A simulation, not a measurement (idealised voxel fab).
A process module follows: voxel local oxidation.
Section shown: cut. Width: 240 nm. Cell size: 5 nm, square.
A cross-section is written here as square cells arranged in a grid, and it is given in bands from the top down, each band taking up one or more rows of cells. Look at the band entry: it leads with the top's height and the bottom's height in nm. Then it lists the materials left to right, with a width in nm for each. The word "throughout" on a single material says that material fills the band edge to edge. The word "air" is empty space. Heights are reckoned from 0. Under this level, the received wafer is all of one material. The bottommost band is open-ended downward, for example "0 down". Top row gets the first number, bottom row gets the second, and each row in between changes by the same step: that is how a band width like "30->40" works. "nothing was modified", as given for a step, is the statement that not any cell of the cross-section underwent a change during that step. For the entry "Closed void list", the listed items are empty spaces with no open way to the top whose size is 8 cells or more; each item follows the pattern width x height at distance, where distance is from the left edge and all three are in nm. If you see something after the settings on a step's line, that's the simulator's own remark about that step. "overlay nm", when on a step's line for a step with a mask, measures how far to the right of its planned place the mask lay; a negative measure means to the left.

-- Process steps - plan
- 1: RECEIVE: material Si
- 2: OXIDIZE: depth nm 5
- 3: CONFORMAL_DEP: material SiN, thk nm 10
- 4: DIRECTIONAL_DEP: material aC, thk nm 15
- 5: PATTERN: tone cover, mask id ACTIVE, material resist, width nm 100, thk nm 35, overlay nm 0
- 6: DIRECTIONAL_ETCH: etch materials aC, depth nm 15
- 7: STRIP: etch materials resist
- 8: DIRECTIONAL_ETCH: etch materials SiN, depth nm 10
- 9: STRIP: etch materials aC
- 10: SELECTIVE_ETCH: etch materials SiO2, depth nm 5
- 11: OXIDIZE: depth nm 15
- 12: STRIP: etch materials SiN

-- Cross-section of the wafer at receipt, which is the condition after step 1
* 0 down: Si throughout
* Closed void list: none

-- End-of-module cross-section of the first of two wafers, processed as planned
* 0 to -5: 75 nm air  90 nm SiO2  75 nm air
* -5 to -20: 90 nm SiO2  60 nm Si  90 nm SiO2
* -20 down: Si throughout
* Closed void list: none

-- Cross-section of the latter of the two wafers at module completion. It had an identical start and an identical plan to the former; in running it, one mistake was made
* 20 to 10: SiO2 throughout
* 10 to 0: SiN throughout
* 0 to -5: SiO2 throughout
* -5 down: Si throughout
* Closed void list: none
Which mistake was made when the wafer was run? contrary to plan, step 4 was performed as DIRECTIONAL_DEP: material SiO2, thk nm 15
Materials where the second wafer ends with more or fewer cells than the first: Si: 108 more | SiN: 96 more | SiO2: 18 more
